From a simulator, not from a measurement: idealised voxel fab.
Proc. module: voxel quadruple lines
Cross-section cut: width 285 nm, square cells of 5 nm.
We lay out every cross-section as a grid of square cells and spell it out in bands from the top down, where one band means one or more rows of cells.
Within each band entry, the heights of the top and of the bottom of the band appear first, in that order and in nm; the materials of the band then follow from left to right, each with its corresponding width in nm. The designation "edge to edge" on a single material indicates that it fills the band from edge to edge; the designation "empty" indicates empty space.
A quick word on heights: they are counted from 0, and under that level the wafer as it came to us is one material throughout. The lowest band is different from the rest in having no bottom; it simply continues downward, written as in "0 down".
Top row gets the first number, bottom row gets the second, and each row in between changes by the same step: that is how a band width like "30->40" works.
"nothing changed" -> step changed no cross-section cell.
Listed in "Enclosed cavity list": every empty space of 8 or more cells without an open way to the top. Form: width x height at distance, the distance being from the left edge, all in nm.
That trailing text on a step's line, after the settings, is the simulator's own remark on the step.
A step's line can hold "overlay nm"; with a mask on that step, the setting says how far right of the planned place the mask lay, while a negative setting says it lay to the left.
# Below is the list of planned process steps
- 1: RECEIVE with material Si
- 2: CONFORMAL_DEP with material Al2O3, thk nm 5
- 3: DIRECTIONAL_DEP with material W, thk nm 15
- 4: DIRECTIONAL_DEP with material polySi, thk nm 20
- 5: DIRECTIONAL_DEP with material aC, thk nm 25
- 6: PATTERN with tone cover, mask id MANDREL, material resist, width nm 30, thk nm 30, overlay nm -15
- 7: DIRECTIONAL_ETCH with etch materials aC, depth nm 25
- 8: STRIP with etch materials resist
- 9: CONFORMAL_DEP with material SiO2, thk nm 10
- 10: DIRECTIONAL_ETCH with etch materials SiO2, depth nm 10
- 11: STRIP with etch materials aC
- 12: DIRECTIONAL_ETCH with etch materials polySi, depth nm 20
- 13: STRIP with etch materials SiO2
- 14: CONFORMAL_DEP with material SiN, thk nm 10
- 15: DIRECTIONAL_ETCH with etch materials SiN, depth nm 10
- 16: STRIP with etch materials polySi
- 17: DIRECTIONAL_ETCH with etch materials W, depth nm 15
- 18: STRIP with etch materials SiN
- 19: FILL_DEP with material lowk, thk nm 5
- 20: CMP with height nm 20
For clarity, it should be stated that the wafers under discussion commence in an identical condition and differ with respect to the overlay nm of step 6, the plan indicating the value that the first wafer had.
# Received condition of the first of several wafers, sectioned: post-step 1
0 down | Si edge to edge
Enclosed cavity list: none
# Table: wafers, a row each; end-of-module cell change per material since receipt, gain (+), loss (-); then closed voids
overlay nm -15, +57 Al2O3, +24 W, +147 lowk, Enclosed cavity list: none
overlay nm -10, +57 Al2O3, +24 W, +147 lowk, Enclosed cavity list: none
overlay nm -5, +57 Al2O3, +24 W, +147 lowk, Enclosed cavity list: none
overlay nm 0, +57 Al2O3, +24 W, +147 lowk, Enclosed cavity list: none
overlay nm 5, +57 Al2O3, +24 W, +147 lowk, Enclosed cavity list: none
overlay nm 10, +57 Al2O3, +24 W, +147 lowk, Enclosed cavity list: none
overlay nm 15, +57 Al2O3, +24 W, +147 lowk, Enclosed cavity list: none
